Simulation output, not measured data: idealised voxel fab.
process module | voxel wiring stack
cross-section cut | 285 nm wide | cells 5 nm
A cross-section is a grid of square cells, given in bands from the top down. A band is one or more rows of cells.
Each band's line starts with the height of the band's top and of its bottom, in nm. Then come its materials from left to right, each with its width in nm. One material with "throughout" fills the band from edge to edge. "air" is empty space.
Height 0 is the level under which the wafer as received is all one material. The lowest band goes on downwards, as in "0 down".
A width such as "30 to 40" changes by the same amount from each row of cells to the next, from the band's top row to its bottom row.
"no change" after a step means that no cell of the cross-section changed.
closed voids: empty space of 8 cells or more with no open way to the top, each as width x height at its distance from the left edge, in nm
after a step's settings: what the simulator itself notes on the step
overlay nm, on a step with a mask: how far to the right of its planned place the mask lay; to the left if negative
plan
1 op RECEIVE | material Si
2 op CONFORMAL_DEP | material SiO2 | thk nm 15
3 op CONFORMAL_DEP | material SiCN | thk nm 5
4 op DIRECTIONAL_DEP | material lowk | thk nm 25
5 op MASKED_ETCH | tone open | mask id METAL_1 | width nm 25 | pitch nm 50 | etch materials lowk | depth nm 25 | overlay nm 0
6 op MASKED_ETCH | tone open | mask id METAL_1 | width nm 25 | pitch nm 50 | etch materials SiCN | depth nm 5 | overlay nm 0
7 op CONFORMAL_DEP | material TiN | thk nm 5
8 op FILL_DEP | material Cu | thk nm 10
9 op CMP | height nm 45
10 op CONFORMAL_DEP | material SiCN | thk nm 5
11 op DIRECTIONAL_DEP | material lowk | thk nm 15
12 op DIRECTIONAL_DEP | material aC | thk nm 10
13 op PATTERN | tone open | mask id PLUG_1 | material resist | width nm 15 | pitch nm 50 | thk nm 25 | overlay nm 0
14 op DIRECTIONAL_ETCH | etch materials aC | depth nm 10
15 op STRIP | etch materials resist
16 op DIRECTIONAL_ETCH | etch materials lowk | depth nm 15
17 op DIRECTIONAL_ETCH | etch materials SiCN | depth nm 5
18 op STRIP | etch materials aC
19 op CONFORMAL_DEP | material TiN | thk nm 5
20 op FILL_DEP | material Cu | thk nm 5
21 op CMP | height nm 65
22 op CONFORMAL_DEP | material SiCN | thk nm 5
23 op DIRECTIONAL_DEP | material SiO2 | thk nm 25
24 op DIRECTIONAL_DEP | material aC | thk nm 15
25 op PATTERN | tone open | mask id METAL_2 | material resist | width nm 25 | pitch nm 50 | thk nm 30 | overlay nm 0
26 op DIRECTIONAL_ETCH | etch materials aC | depth nm 15
27 op STRIP | etch materials resist
28 op DIRECTIONAL_ETCH | etch materials SiO2 | depth nm 25
29 op DIRECTIONAL_ETCH | etch materials SiCN | depth nm 5
30 op STRIP | etch materials aC
31 op CONFORMAL_DEP | material TiN | thk nm 5
32 op FILL_DEP | material Cu | thk nm 10
33 op CMP | height nm 95
34 op EPI | material Ru | thk nm 5
35 op FILL_DEP | material SiCN | thk nm 5
36 op DIRECTIONAL_DEP | material SiO2 | thk nm 30
37 op MASKED_ETCH | tone open | mask id METAL_3_HOLES | width nm 15 | pitch nm 50 | etch materials SiO2 | depth nm 30 | overlay nm 0
38 op DIRECTIONAL_DEP | material aC | thk nm 15
39 op PATTERN | tone open | mask id METAL_3 | material resist | width nm 25 | pitch nm 50 | thk nm 30 | overlay nm 0
40 op DIRECTIONAL_ETCH | etch materials aC | depth nm 15
41 op STRIP | etch materials resist
42 op DIRECTIONAL_ETCH | etch materials SiO2 | depth nm 20
43 op DIRECTIONAL_ETCH | etch materials SiCN | depth nm 5
44 op STRIP | etch materials aC
45 op CONFORMAL_DEP | material TiN | thk nm 5
46 op FILL_DEP | material Cu | thk nm 10
47 op CMP | height nm 135
48 op CONFORMAL_DEP | material SiCN | thk nm 5
first wafer, as planned
as received, after step 1
  0 down: Si throughout
  closed voids: none
after step 2
  15 to 0: SiO2 throughout
  below 0: unchanged
after step 3
  20 to 15: SiCN throughout
  below 15: unchanged
after step 4
  45 to 20: lowk throughout
  below 20: unchanged
after step 5
  45 to 20: lowk 55 | air 25 | lowk 25 | air 25 | lowk 25 | air 25 | lowk 25 | air 25 | lowk 55
  below 20: unchanged
after step 6
  45 to 20: lowk 55 | air 25 | lowk 25 | air 25 | lowk 25 | air 25 | lowk 25 | air 25 | lowk 55
  20 to 15: SiCN 55 | air 25 | SiCN 25 | air 25 | SiCN 25 | air 25 | SiCN 25 | air 25 | SiCN 55
  below 15: unchanged
after step 7
  50 to 45: TiN 60 | air 15 | TiN 35 | air 15 | TiN 35 | air 15 | TiN 35 | air 15 | TiN 60
  45 to 20: lowk 55 | TiN 5 | air 15 | TiN 5 | lowk 25 | TiN 5 | air 15 | TiN 5 | lowk 25 | TiN 5 | air 15 | TiN 5 | lowk 25 | TiN 5 | air 15 | TiN 5 | lowk 55
  20 to 15: SiCN 55 | TiN 25 | SiCN 25 | TiN 25 | SiCN 25 | TiN 25 | SiCN 25 | TiN 25 | SiCN 55
  below 15: unchanged
after step 8
  60 to 50: Cu throughout
  50 to 45: TiN 60 | Cu 15 | TiN 35 | Cu 15 | TiN 35 | Cu 15 | TiN 35 | Cu 15 | TiN 60
  45 to 20: lowk 55 | TiN 5 | Cu 15 | TiN 5 | lowk 25 | TiN 5 | Cu 15 | TiN 5 | lowk 25 | TiN 5 | Cu 15 | TiN 5 | lowk 25 | TiN 5 | Cu 15 | TiN 5 | lowk 55
  below 20: unchanged
after step 9
  45 to 20: lowk 55 | TiN 5 | Cu 15 | TiN 5 | lowk 25 | TiN 5 | Cu 15 | TiN 5 | lowk 25 | TiN 5 | Cu 15 | TiN 5 | lowk 25 | TiN 5 | Cu 15 | TiN 5 | lowk 55
  below 20: unchanged
after step 10
  50 to 45: SiCN throughout
  below 45: unchanged
after step 11
  65 to 50: lowk throughout
  below 50: unchanged
after step 12
  75 to 65: aC throughout
  below 65: unchanged
after step 13
  100 to 75: resist 55 | air 15 | resist 35 | air 15 | resist 35 | air 15 | resist 35 | air 15 | resist 65
  below 75: unchanged
after step 14
  90 to 75: resist 55 | air 15 | resist 35 | air 15 | resist 35 | air 15 | resist 35 | air 15 | resist 65
  75 to 65: aC 55 | air 15 | aC 35 | air 15 | aC 35 | air 15 | aC 35 | air 15 | aC 65
  below 65: unchanged
after step 15
  75 to 65: aC 55 | air 15 | aC 35 | air 15 | aC 35 | air 15 | aC 35 | air 15 | aC 65
  below 65: unchanged
after step 16
  75 to 65: aC 55 | air 15 | aC 35 | air 15 | aC 35 | air 15 | aC 35 | air 15 | aC 65
  65 to 50: lowk 55 | air 15 | lowk 35 | air 15 | lowk 35 | air 15 | lowk 35 | air 15 | lowk 65
  below 50: unchanged
after step 17
  75 to 65: aC 55 | air 15 | aC 35 | air 15 | aC 35 | air 15 | aC 35 | air 15 | aC 65
  65 to 50: lowk 55 | air 15 | lowk 35 | air 15 | lowk 35 | air 15 | lowk 35 | air 15 | lowk 65
  50 to 45: SiCN 55 | air 15 | SiCN 35 | air 15 | SiCN 35 | air 15 | SiCN 35 | air 15 | SiCN 65
  below 45: unchanged
after step 18
  65 to 50: lowk 55 | air 15 | lowk 35 | air 15 | lowk 35 | air 15 | lowk 35 | air 15 | lowk 65
  below 50: unchanged
after step 19
  70 to 65: TiN 60 | air 5 | TiN 45 | air 5 | TiN 45 | air 5 | TiN 45 | air 5 | TiN 70
  65 to 50: lowk 55 | TiN 5 | air 5 | TiN 5 | lowk 35 | TiN 5 | air 5 | TiN 5 | lowk 35 | TiN 5 | air 5 | TiN 5 | lowk 35 | TiN 5 | air 5 | TiN 5 | lowk 65
  50 to 45: SiCN 55 | TiN 15 | SiCN 35 | TiN 15 | SiCN 35 | TiN 15 | SiCN 35 | TiN 15 | SiCN 65
  below 45: unchanged
after step 20
  75 to 70: Cu throughout
  70 to 65: TiN 60 | Cu 5 | TiN 45 | Cu 5 | TiN 45 | Cu 5 | TiN 45 | Cu 5 | TiN 70
  65 to 50: lowk 55 | TiN 5 | Cu 5 | TiN 5 | lowk 35 | TiN 5 | Cu 5 | TiN 5 | lowk 35 | TiN 5 | Cu 5 | TiN 5 | lowk 35 | TiN 5 | Cu 5 | TiN 5 | lowk 65
  below 50: unchanged
after step 21
  65 to 50: lowk 55 | TiN 5 | Cu 5 | TiN 5 | lowk 35 | TiN 5 | Cu 5 | TiN 5 | lowk 35 | TiN 5 | Cu 5 | TiN 5 | lowk 35 | TiN 5 | Cu 5 | TiN 5 | lowk 65
  below 50: unchanged
after step 22
  70 to 65: SiCN throughout
  below 65: unchanged
after step 23
  95 to 70: SiO2 throughout
  below 70: unchanged
after step 24
  110 to 95: aC throughout
  below 95: unchanged
after step 25
  140 to 110: resist 55 | air 25 | resist 25 | air 25 | resist 25 | air 25 | resist 25 | air 25 | resist 55
  below 110: unchanged
after step 26
  125 to 110: resist 55 | air 25 | resist 25 | air 25 | resist 25 | air 25 | resist 25 | air 25 | resist 55
  110 to 95: aC 55 | air 25 | aC 25 | air 25 | aC 25 | air 25 | aC 25 | air 25 | aC 55
  below 95: unchanged
after step 27
  110 to 95: aC 55 | air 25 | aC 25 | air 25 | aC 25 | air 25 | aC 25 | air 25 | aC 55
  below 95: unchanged
after step 28
  110 to 95: aC 55 | air 25 | aC 25 | air 25 | aC 25 | air 25 | aC 25 | air 25 | aC 55
  95 to 70: SiO2 55 | air 25 | SiO2 25 | air 25 | SiO2 25 | air 25 | SiO2 25 | air 25 | SiO2 55
  below 70: unchanged
after step 29
  110 to 95: aC 55 | air 25 | aC 25 | air 25 | aC 25 | air 25 | aC 25 | air 25 | aC 55
  95 to 70: SiO2 55 | air 25 | SiO2 25 | air 25 | SiO2 25 | air 25 | SiO2 25 | air 25 | SiO2 55
  70 to 65: SiCN 55 | air 25 | SiCN 25 | air 25 | SiCN 25 | air 25 | SiCN 25 | air 25 | SiCN 55
  below 65: unchanged
after step 30
  95 to 70: SiO2 55 | air 25 | SiO2 25 | air 25 | SiO2 25 | air 25 | SiO2 25 | air 25 | SiO2 55
  below 70: unchanged
after step 31
  100 to 95: TiN 60 | air 15 | TiN 35 | air 15 | TiN 35 | air 15 | TiN 35 | air 15 | TiN 60
  95 to 70: SiO2 55 | TiN 5 | air 15 | TiN 5 | SiO2 25 | TiN 5 | air 15 | TiN 5 | SiO2 25 | TiN 5 | air 15 | TiN 5 | SiO2 25 | TiN 5 | air 15 | TiN 5 | SiO2 55
  70 to 65: SiCN 55 | TiN 25 | SiCN 25 | TiN 25 | SiCN 25 | TiN 25 | SiCN 25 | TiN 25 | SiCN 55
  below 65: unchanged
after step 32
  110 to 100: Cu throughout
  100 to 95: TiN 60 | Cu 15 | TiN 35 | Cu 15 | TiN 35 | Cu 15 | TiN 35 | Cu 15 | TiN 60
  95 to 70: SiO2 55 | TiN 5 | Cu 15 | TiN 5 | SiO2 25 | TiN 5 | Cu 15 | TiN 5 | SiO2 25 | TiN 5 | Cu 15 | TiN 5 | SiO2 25 | TiN 5 | Cu 15 | TiN 5 | SiO2 55
  below 70: unchanged
after step 33
  95 to 70: SiO2 55 | TiN 5 | Cu 15 | TiN 5 | SiO2 25 | TiN 5 | Cu 15 | TiN 5 | SiO2 25 | TiN 5 | Cu 15 | TiN 5 | SiO2 25 | TiN 5 | Cu 15 | TiN 5 | SiO2 55
  below 70: unchanged
after step 34
  100 to 95: air 50 | Ru 35 | air 15 | Ru 35 | air 15 | Ru 35 | air 15 | Ru 35 | air 50
  below 95: unchanged
after step 35
  105 to 100: SiCN throughout
  100 to 95: SiCN 50 | Ru 35 | SiCN 15 | Ru 35 | SiCN 15 | Ru 35 | SiCN 15 | Ru 35 | SiCN 50
  below 95: unchanged
after step 36
  135 to 105: SiO2 throughout
  below 105: unchanged
after step 37
  135 to 105: SiO2 55 | air 15 | SiO2 35 | air 15 | SiO2 35 | air 15 | SiO2 35 | air 15 | SiO2 65
  below 105: unchanged
after step 38
  150 to 135: aC 55 | air 15 | aC 35 | air 15 | aC 35 | air 15 | aC 35 | air 15 | aC 65
  135 to 120: SiO2 55 | air 15 | SiO2 35 | air 15 | SiO2 35 | air 15 | SiO2 35 | air 15 | SiO2 65
  120 to 105: SiO2 55 | aC 15 | SiO2 35 | aC 15 | SiO2 35 | aC 15 | SiO2 35 | aC 15 | SiO2 65
  below 105: unchanged
after step 39
  180 to 150: resist 55 | air 25 | resist 25 | air 25 | resist 25 | air 25 | resist 25 | air 25 | resist 55
  below 150: unchanged
after step 40
  165 to 150: resist 55 | air 25 | resist 25 | air 25 | resist 25 | air 25 | resist 25 | air 25 | resist 55
  150 to 135: aC 55 | air 25 | aC 25 | air 25 | aC 25 | air 25 | aC 25 | air 25 | aC 55
  135 to 105: SiO2 55 | air 15 | SiO2 35 | air 15 | SiO2 35 | air 15 | SiO2 35 | air 15 | SiO2 65
  below 105: unchanged
after step 41
  150 to 135: aC 55 | air 25 | aC 25 | air 25 | aC 25 | air 25 | aC 25 | air 25 | aC 55
  below 135: unchanged
after step 42
  150 to 135: aC 55 | air 25 | aC 25 | air 25 | aC 25 | air 25 | aC 25 | air 25 | aC 55
  135 to 115: SiO2 55 | air 25 | SiO2 25 | air 25 | SiO2 25 | air 25 | SiO2 25 | air 25 | SiO2 55
  below 115: unchanged
after step 43
  150 to 135: aC 55 | air 25 | aC 25 | air 25 | aC 25 | air 25 | aC 25 | air 25 | aC 55
  135 to 115: SiO2 55 | air 25 | SiO2 25 | air 25 | SiO2 25 | air 25 | SiO2 25 | air 25 | SiO2 55
  115 to 105: SiO2 55 | air 15 | SiO2 35 | air 15 | SiO2 35 | air 15 | SiO2 35 | air 15 | SiO2 65
  105 to 100: SiCN 55 | air 15 | SiCN 35 | air 15 | SiCN 35 | air 15 | SiCN 35 | air 15 | SiCN 65
  below 100: unchanged
after step 44
  135 to 115: SiO2 55 | air 25 | SiO2 25 | air 25 | SiO2 25 | air 25 | SiO2 25 | air 25 | SiO2 55
  below 115: unchanged
after step 45
  140 to 135: TiN 60 | air 15 | TiN 35 | air 15 | TiN 35 | air 15 | TiN 35 | air 15 | TiN 60
  135 to 120: SiO2 55 | TiN 5 | air 15 | TiN 5 | SiO2 25 | TiN 5 | air 15 | TiN 5 | SiO2 25 | TiN 5 | air 15 | TiN 5 | SiO2 25 | TiN 5 | air 15 | TiN 5 | SiO2 55
  120 to 115: SiO2 55 | TiN 5 | air 5 | TiN 15 | SiO2 25 | TiN 5 | air 5 | TiN 15 | SiO2 25 | TiN 5 | air 5 | TiN 15 | SiO2 25 | TiN 5 | air 5 | TiN 15 | SiO2 55
  115 to 105: SiO2 55 | TiN 5 | air 5 | TiN 5 | SiO2 35 | TiN 5 | air 5 | TiN 5 | SiO2 35 | TiN 5 | air 5 | TiN 5 | SiO2 35 | TiN 5 | air 5 | TiN 5 | SiO2 65
  105 to 100: SiCN 55 | TiN 15 | SiCN 35 | TiN 15 | SiCN 35 | TiN 15 | SiCN 35 | TiN 15 | SiCN 65
  below 100: unchanged
after step 46
  150 to 140: Cu throughout
  140 to 135: TiN 60 | Cu 15 | TiN 35 | Cu 15 | TiN 35 | Cu 15 | TiN 35 | Cu 15 | TiN 60
  135 to 120: SiO2 55 | TiN 5 | Cu 15 | TiN 5 | SiO2 25 | TiN 5 | Cu 15 | TiN 5 | SiO2 25 | TiN 5 | Cu 15 | TiN 5 | SiO2 25 | TiN 5 | Cu 15 | TiN 5 | SiO2 55
  120 to 115: SiO2 55 | TiN 5 | Cu 5 | TiN 15 | SiO2 25 | TiN 5 | Cu 5 | TiN 15 | SiO2 25 | TiN 5 | Cu 5 | TiN 15 | SiO2 25 | TiN 5 | Cu 5 | TiN 15 | SiO2 55
  115 to 105: SiO2 55 | TiN 5 | Cu 5 | TiN 5 | SiO2 35 | TiN 5 | Cu 5 | TiN 5 | SiO2 35 | TiN 5 | Cu 5 | TiN 5 | SiO2 35 | TiN 5 | Cu 5 | TiN 5 | SiO2 65
  below 105: unchanged
after step 47
  135 to 120: SiO2 55 | TiN 5 | Cu 15 | TiN 5 | SiO2 25 | TiN 5 | Cu 15 | TiN 5 | SiO2 25 | TiN 5 | Cu 15 | TiN 5 | SiO2 25 | TiN 5 | Cu 15 | TiN 5 | SiO2 55
  below 120: unchanged
after step 48
  140 to 135: SiCN throughout
  below 135: unchanged
second wafer: like start, like plan, one mistake. Through step 1 it matches the first wafer
when step 2 should have ended
  30 to 0: SiO2 throughout
  below 0: unchanged
when step 3 should have ended
  35 to 30: SiCN throughout
  below 30: unchanged
when step 4 should have ended
  60 to 35: lowk throughout
  below 35: unchanged
when step 5 should have ended
  60 to 35: lowk 55 | air 25 | lowk 25 | air 25 | lowk 25 | air 25 | lowk 25 | air 25 | lowk 55
  below 35: unchanged
when step 6 should have ended
  60 to 35: lowk 55 | air 25 | lowk 25 | air 25 | lowk 25 | air 25 | lowk 25 | air 25 | lowk 55
  35 to 30: SiCN 55 | air 25 | SiCN 25 | air 25 | SiCN 25 | air 25 | SiCN 25 | air 25 | SiCN 55
  below 30: unchanged
when step 7 should have ended
  65 to 60: TiN 60 | air 15 | TiN 35 | air 15 | TiN 35 | air 15 | TiN 35 | air 15 | TiN 60
  60 to 35: lowk 55 | TiN 5 | air 15 | TiN 5 | lowk 25 | TiN 5 | air 15 | TiN 5 | lowk 25 | TiN 5 | air 15 | TiN 5 | lowk 25 | TiN 5 | air 15 | TiN 5 | lowk 55
  35 to 30: SiCN 55 | TiN 25 | SiCN 25 | TiN 25 | SiCN 25 | TiN 25 | SiCN 25 | TiN 25 | SiCN 55
  below 30: unchanged
when step 8 should have ended
  75 to 65: Cu throughout
  65 to 60: TiN 60 | Cu 15 | TiN 35 | Cu 15 | TiN 35 | Cu 15 | TiN 35 | Cu 15 | TiN 60
  60 to 35: lowk 55 | TiN 5 | Cu 15 | TiN 5 | lowk 25 | TiN 5 | Cu 15 | TiN 5 | lowk 25 | TiN 5 | Cu 15 | TiN 5 | lowk 25 | TiN 5 | Cu 15 | TiN 5 | lowk 55
  below 35: unchanged
when step 9 should have ended
  45 to 35: lowk 55 | TiN 5 | Cu 15 | TiN 5 | lowk 25 | TiN 5 | Cu 15 | TiN 5 | lowk 25 | TiN 5 | Cu 15 | TiN 5 | lowk 25 | TiN 5 | Cu 15 | TiN 5 | lowk 55
  below 35: unchanged
when step 10 should have ended
  50 to 45: SiCN throughout
  below 45: unchanged
when step 11 should have ended
  65 to 50: lowk throughout
  below 50: unchanged
when step 12 should have ended
  75 to 65: aC throughout
  below 65: unchanged
when step 13 should have ended
  100 to 75: resist 55 | air 15 | resist 35 | air 15 | resist 35 | air 15 | resist 35 | air 15 | resist 65
  below 75: unchanged
when step 14 should have ended
  90 to 75: resist 55 | air 15 | resist 35 | air 15 | resist 35 | air 15 | resist 35 | air 15 | resist 65
  75 to 65: aC 55 | air 15 | aC 35 | air 15 | aC 35 | air 15 | aC 35 | air 15 | aC 65
  below 65: unchanged
when step 15 should have ended
  75 to 65: aC 55 | air 15 | aC 35 | air 15 | aC 35 | air 15 | aC 35 | air 15 | aC 65
  below 65: unchanged
when step 16 should have ended
  75 to 65: aC 55 | air 15 | aC 35 | air 15 | aC 35 | air 15 | aC 35 | air 15 | aC 65
  65 to 50: lowk 55 | air 15 | lowk 35 | air 15 | lowk 35 | air 15 | lowk 35 | air 15 | lowk 65
  below 50: unchanged
when step 17 should have ended
  75 to 65: aC 55 | air 15 | aC 35 | air 15 | aC 35 | air 15 | aC 35 | air 15 | aC 65
  65 to 50: lowk 55 | air 15 | lowk 35 | air 15 | lowk 35 | air 15 | lowk 35 | air 15 | lowk 65
  50 to 45: SiCN 55 | air 15 | SiCN 35 | air 15 | SiCN 35 | air 15 | SiCN 35 | air 15 | SiCN 65
  below 45: unchanged
when step 18 should have ended
  65 to 50: lowk 55 | air 15 | lowk 35 | air 15 | lowk 35 | air 15 | lowk 35 | air 15 | lowk 65
  below 50: unchanged
when step 19 should have ended
  70 to 65: TiN 60 | air 5 | TiN 45 | air 5 | TiN 45 | air 5 | TiN 45 | air 5 | TiN 70
  65 to 50: lowk 55 | TiN 5 | air 5 | TiN 5 | lowk 35 | TiN 5 | air 5 | TiN 5 | lowk 35 | TiN 5 | air 5 | TiN 5 | lowk 35 | TiN 5 | air 5 | TiN 5 | lowk 65
  50 to 45: SiCN 55 | TiN 15 | SiCN 35 | TiN 15 | SiCN 35 | TiN 15 | SiCN 35 | TiN 15 | SiCN 65
  below 45: unchanged
when step 20 should have ended
  75 to 70: Cu throughout
  70 to 65: TiN 60 | Cu 5 | TiN 45 | Cu 5 | TiN 45 | Cu 5 | TiN 45 | Cu 5 | TiN 70
  65 to 50: lowk 55 | TiN 5 | Cu 5 | TiN 5 | lowk 35 | TiN 5 | Cu 5 | TiN 5 | lowk 35 | TiN 5 | Cu 5 | TiN 5 | lowk 35 | TiN 5 | Cu 5 | TiN 5 | lowk 65
  below 50: unchanged
when step 21 should have ended
  65 to 50: lowk 55 | TiN 5 | Cu 5 | TiN 5 | lowk 35 | TiN 5 | Cu 5 | TiN 5 | lowk 35 | TiN 5 | Cu 5 | TiN 5 | lowk 35 | TiN 5 | Cu 5 | TiN 5 | lowk 65
  below 50: unchanged
when step 22 should have ended
  70 to 65: SiCN throughout
  below 65: unchanged
when step 23 should have ended
  95 to 70: SiO2 throughout
  below 70: unchanged
when step 24 should have ended
  110 to 95: aC throughout
  below 95: unchanged
when step 25 should have ended
  140 to 110: resist 55 | air 25 | resist 25 | air 25 | resist 25 | air 25 | resist 25 | air 25 | resist 55
  below 110: unchanged
when step 26 should have ended
  125 to 110: resist 55 | air 25 | resist 25 | air 25 | resist 25 | air 25 | resist 25 | air 25 | resist 55
  110 to 95: aC 55 | air 25 | aC 25 | air 25 | aC 25 | air 25 | aC 25 | air 25 | aC 55
  below 95: unchanged
when step 27 should have ended
  110 to 95: aC 55 | air 25 | aC 25 | air 25 | aC 25 | air 25 | aC 25 | air 25 | aC 55
  below 95: unchanged
when step 28 should have ended
  110 to 95: aC 55 | air 25 | aC 25 | air 25 | aC 25 | air 25 | aC 25 | air 25 | aC 55
  95 to 70: SiO2 55 | air 25 | SiO2 25 | air 25 | SiO2 25 | air 25 | SiO2 25 | air 25 | SiO2 55
  below 70: unchanged
when step 29 should have ended
  110 to 95: aC 55 | air 25 | aC 25 | air 25 | aC 25 | air 25 | aC 25 | air 25 | aC 55
  95 to 70: SiO2 55 | air 25 | SiO2 25 | air 25 | SiO2 25 | air 25 | SiO2 25 | air 25 | SiO2 55
  70 to 65: SiCN 55 | air 25 | SiCN 25 | air 25 | SiCN 25 | air 25 | SiCN 25 | air 25 | SiCN 55
  below 65: unchanged
when step 30 should have ended
  95 to 70: SiO2 55 | air 25 | SiO2 25 | air 25 | SiO2 25 | air 25 | SiO2 25 | air 25 | SiO2 55
  below 70: unchanged
when step 31 should have ended
  100 to 95: TiN 60 | air 15 | TiN 35 | air 15 | TiN 35 | air 15 | TiN 35 | air 15 | TiN 60
  95 to 70: SiO2 55 | TiN 5 | air 15 | TiN 5 | SiO2 25 | TiN 5 | air 15 | TiN 5 | SiO2 25 | TiN 5 | air 15 | TiN 5 | SiO2 25 | TiN 5 | air 15 | TiN 5 | SiO2 55
  70 to 65: SiCN 55 | TiN 25 | SiCN 25 | TiN 25 | SiCN 25 | TiN 25 | SiCN 25 | TiN 25 | SiCN 55
  below 65: unchanged
when step 32 should have ended
  110 to 100: Cu throughout
  100 to 95: TiN 60 | Cu 15 | TiN 35 | Cu 15 | TiN 35 | Cu 15 | TiN 35 | Cu 15 | TiN 60
  95 to 70: SiO2 55 | TiN 5 | Cu 15 | TiN 5 | SiO2 25 | TiN 5 | Cu 15 | TiN 5 | SiO2 25 | TiN 5 | Cu 15 | TiN 5 | SiO2 25 | TiN 5 | Cu 15 | TiN 5 | SiO2 55
  below 70: unchanged
when step 33 should have ended
  95 to 70: SiO2 55 | TiN 5 | Cu 15 | TiN 5 | SiO2 25 | TiN 5 | Cu 15 | TiN 5 | SiO2 25 | TiN 5 | Cu 15 | TiN 5 | SiO2 25 | TiN 5 | Cu 15 | TiN 5 | SiO2 55
  below 70: unchanged
when step 34 should have ended
  100 to 95: air 50 | Ru 35 | air 15 | Ru 35 | air 15 | Ru 35 | air 15 | Ru 35 | air 50
  below 95: unchanged
when step 35 should have ended
  105 to 100: SiCN throughout
  100 to 95: SiCN 50 | Ru 35 | SiCN 15 | Ru 35 | SiCN 15 | Ru 35 | SiCN 15 | Ru 35 | SiCN 50
  below 95: unchanged
when step 36 should have ended
  135 to 105: SiO2 throughout
  below 105: unchanged
when step 37 should have ended
  135 to 105: SiO2 55 | air 15 | SiO2 35 | air 15 | SiO2 35 | air 15 | SiO2 35 | air 15 | SiO2 65
  below 105: unchanged
when step 38 should have ended
  150 to 135: aC 55 | air 15 | aC 35 | air 15 | aC 35 | air 15 | aC 35 | air 15 | aC 65
  135 to 120: SiO2 55 | air 15 | SiO2 35 | air 15 | SiO2 35 | air 15 | SiO2 35 | air 15 | SiO2 65
  120 to 105: SiO2 55 | aC 15 | SiO2 35 | aC 15 | SiO2 35 | aC 15 | SiO2 35 | aC 15 | SiO2 65
  below 105: unchanged
when step 39 should have ended
  180 to 150: resist 55 | air 25 | resist 25 | air 25 | resist 25 | air 25 | resist 25 | air 25 | resist 55
  below 150: unchanged
when step 40 should have ended
  165 to 150: resist 55 | air 25 | resist 25 | air 25 | resist 25 | air 25 | resist 25 | air 25 | resist 55
  150 to 135: aC 55 | air 25 | aC 25 | air 25 | aC 25 | air 25 | aC 25 | air 25 | aC 55
  135 to 105: SiO2 55 | air 15 | SiO2 35 | air 15 | SiO2 35 | air 15 | SiO2 35 | air 15 | SiO2 65
  below 105: unchanged
when step 41 should have ended
  150 to 135: aC 55 | air 25 | aC 25 | air 25 | aC 25 | air 25 | aC 25 | air 25 | aC 55
  below 135: unchanged
when step 42 should have ended
  150 to 135: aC 55 | air 25 | aC 25 | air 25 | aC 25 | air 25 | aC 25 | air 25 | aC 55
  135 to 115: SiO2 55 | air 25 | SiO2 25 | air 25 | SiO2 25 | air 25 | SiO2 25 | air 25 | SiO2 55
  below 115: unchanged
when step 43 should have ended
  150 to 135: aC 55 | air 25 | aC 25 | air 25 | aC 25 | air 25 | aC 25 | air 25 | aC 55
  135 to 115: SiO2 55 | air 25 | SiO2 25 | air 25 | SiO2 25 | air 25 | SiO2 25 | air 25 | SiO2 55
  115 to 105: SiO2 55 | air 15 | SiO2 35 | air 15 | SiO2 35 | air 15 | SiO2 35 | air 15 | SiO2 65
  105 to 100: SiCN 55 | air 15 | SiCN 35 | air 15 | SiCN 35 | air 15 | SiCN 35 | air 15 | SiCN 65
  below 100: unchanged
when step 44 should have ended
  135 to 115: SiO2 55 | air 25 | SiO2 25 | air 25 | SiO2 25 | air 25 | SiO2 25 | air 25 | SiO2 55
  below 115: unchanged
when step 45 should have ended
  140 to 135: TiN 60 | air 15 | TiN 35 | air 15 | TiN 35 | air 15 | TiN 35 | air 15 | TiN 60
  135 to 120: SiO2 55 | TiN 5 | air 15 | TiN 5 | SiO2 25 | TiN 5 | air 15 | TiN 5 | SiO2 25 | TiN 5 | air 15 | TiN 5 | SiO2 25 | TiN 5 | air 15 | TiN 5 | SiO2 55
  120 to 115: SiO2 55 | TiN 5 | air 5 | TiN 15 | SiO2 25 | TiN 5 | air 5 | TiN 15 | SiO2 25 | TiN 5 | air 5 | TiN 15 | SiO2 25 | TiN 5 | air 5 | TiN 15 | SiO2 55
  115 to 105: SiO2 55 | TiN 5 | air 5 | TiN 5 | SiO2 35 | TiN 5 | air 5 | TiN 5 | SiO2 35 | TiN 5 | air 5 | TiN 5 | SiO2 35 | TiN 5 | air 5 | TiN 5 | SiO2 65
  105 to 100: SiCN 55 | TiN 15 | SiCN 35 | TiN 15 | SiCN 35 | TiN 15 | SiCN 35 | TiN 15 | SiCN 65
  below 100: unchanged
when step 46 should have ended
  150 to 140: Cu throughout
  140 to 135: TiN 60 | Cu 15 | TiN 35 | Cu 15 | TiN 35 | Cu 15 | TiN 35 | Cu 15 | TiN 60
  135 to 120: SiO2 55 | TiN 5 | Cu 15 | TiN 5 | SiO2 25 | TiN 5 | Cu 15 | TiN 5 | SiO2 25 | TiN 5 | Cu 15 | TiN 5 | SiO2 25 | TiN 5 | Cu 15 | TiN 5 | SiO2 55
  120 to 115: SiO2 55 | TiN 5 | Cu 5 | TiN 15 | SiO2 25 | TiN 5 | Cu 5 | TiN 15 | SiO2 25 | TiN 5 | Cu 5 | TiN 15 | SiO2 25 | TiN 5 | Cu 5 | TiN 15 | SiO2 55
  115 to 105: SiO2 55 | TiN 5 | Cu 5 | TiN 5 | SiO2 35 | TiN 5 | Cu 5 | TiN 5 | SiO2 35 | TiN 5 | Cu 5 | TiN 5 | SiO2 35 | TiN 5 | Cu 5 | TiN 5 | SiO2 65
  below 105: unchanged
when step 47 should have ended
  135 to 120: SiO2 55 | TiN 5 | Cu 15 | TiN 5 | SiO2 25 | TiN 5 | Cu 15 | TiN 5 | SiO2 25 | TiN 5 | Cu 15 | TiN 5 | SiO2 25 | TiN 5 | Cu 15 | TiN 5 | SiO2 55
  below 120: unchanged
when step 48 should have ended
  140 to 135: SiCN throughout
  below 135: unchanged
what went wrong: step 2 was run twice
at the end the second wafer has, in cells: 36 fewer of Cu | 171 more of SiO2 | 24 fewer of TiN | 111 fewer of lowk
